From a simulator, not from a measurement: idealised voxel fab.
Herein follows the process module entitled voxel self aligned vias.
cross-section cut | 280 nm wide | cells 5 nm
Just so we're on the same page, the cross-sections are grids of square cells, and they're listed out in bands top to bottom, each band one or more rows deep. What a band's entry tells you: where the top is and where the bottom is, as heights in nm, and after that what lies inside, material by material from left to right, each with its width in nm. Empty space is written as the word "blank", and a single material marked with the word "throughout" occupies the band from edge to edge. For the purposes of this specification, 0 denotes the height below which the wafer in its as-received condition is composed wholly of one material, and the lowermost band, lacking a lower limit, extends downward without end, as expressed in "0 and below". It should be noted that a width expressed as "30 to 40" varies in equal increments from row to row of cells within the band, taking the value of the first number at the top row and that of the second number at the bottom row. Given "all unchanged" for a step, no cell of the cross-section differs between before and after that step. Reported under the label "Sealed void inventory" are the empty spaces having no open way to the top and comprising 8 cells or more; the notation for each is width x height at distance, in which the distance is measured from the left edge and all three values are in nm. after a step's settings: what the simulator itself notes on the step. Regarding "overlay nm": on a step with a mask, it is the distance the mask lay to the right of its planned place; a negative value places it to the left.
## Process steps - plan
1: op RECEIVE | material Si
2: op CONFORMAL_DEP | material SiO2 | thk nm 15
3: op CONFORMAL_DEP | material SiCN | thk nm 5
4: op DIRECTIONAL_DEP | material SiO2 | thk nm 25
5: op DIRECTIONAL_DEP | material aC | thk nm 10
6: op PATTERN | tone open | mask id LINES | material resist | width nm 30 | pitch nm 60 | thk nm 25 | overlay nm 0
7: op DIRECTIONAL_ETCH | etch materials aC | depth nm 10
8: op STRIP | etch materials resist
9: op DIRECTIONAL_ETCH | etch materials SiO2 | depth nm 25
10: op STRIP | etch materials aC
11: op CONFORMAL_DEP | material TiN | thk nm 5
12: op FILL_DEP | material Ru | thk nm 10
13: op CMP | height nm 45
14: op SELECTIVE_ETCH | etch materials W Ru TiN | depth nm 5
15: op FILL_DEP | material SiN | thk nm 10
16: op CMP | height nm 45
17: op DIRECTIONAL_DEP | material SiO2 | thk nm 20
18: op DIRECTIONAL_DEP | material aC | thk nm 15
19: op PATTERN | tone open | mask id VIAS | material resist | width nm 40 | pitch nm 120 | thk nm 35 | overlay nm 0
20: op DIRECTIONAL_ETCH | etch materials aC | depth nm 15
21: op STRIP | etch materials resist
22: op DIRECTIONAL_ETCH | etch materials SiO2 | depth nm 20
23: op DIRECTIONAL_ETCH | etch materials SiN | depth nm 5
24: op STRIP | etch materials aC
25: op CONFORMAL_DEP | material TiN | thk nm 5
26: op FILL_DEP | material Ru | thk nm 5
27: op CMP | height nm 65
28: op CONFORMAL_DEP | material SiCN | thk nm 5
## Incoming wafer, cross-sectional view, post step 1
* 0 and below = Si throughout
* Sealed void inventory: none
## Look at the cross-section after the module: the wafer started out the way shown above and the plan was the one shown above, yet one mistake was made along the way
* 70 down to 65 = SiCN throughout
* 65 down to 45 = 60 nm SiO2, 5 nm TiN, 30 nm Ru, 5 nm TiN, 80 nm SiO2, 5 nm TiN, 30 nm Ru, 5 nm TiN, 60 nm SiO2
* 45 down to 40 = 60 nm SiO2, 40 nm TiN, 25 nm SiO2, 30 nm SiN, 25 nm SiO2, 40 nm TiN, 60 nm SiO2
* 40 down to 25 = 60 nm SiO2, 10 nm TiN, 20 nm Ru, 10 nm TiN, 25 nm SiO2, 5 nm TiN, 20 nm Ru, 5 nm TiN, 25 nm SiO2, 10 nm TiN, 20 nm Ru, 10 nm TiN, 60 nm SiO2
* 25 down to 20 = 65 nm SiO2, 30 nm TiN, 30 nm SiO2, 30 nm TiN, 30 nm SiO2, 30 nm TiN, 65 nm SiO2
* 20 down to 15 = SiCN throughout
* 15 down to 0 = SiO2 throughout
* 0 and below = Si throughout
* Sealed void inventory: none
Diagnosis: step 22 of the plan saw execution twice
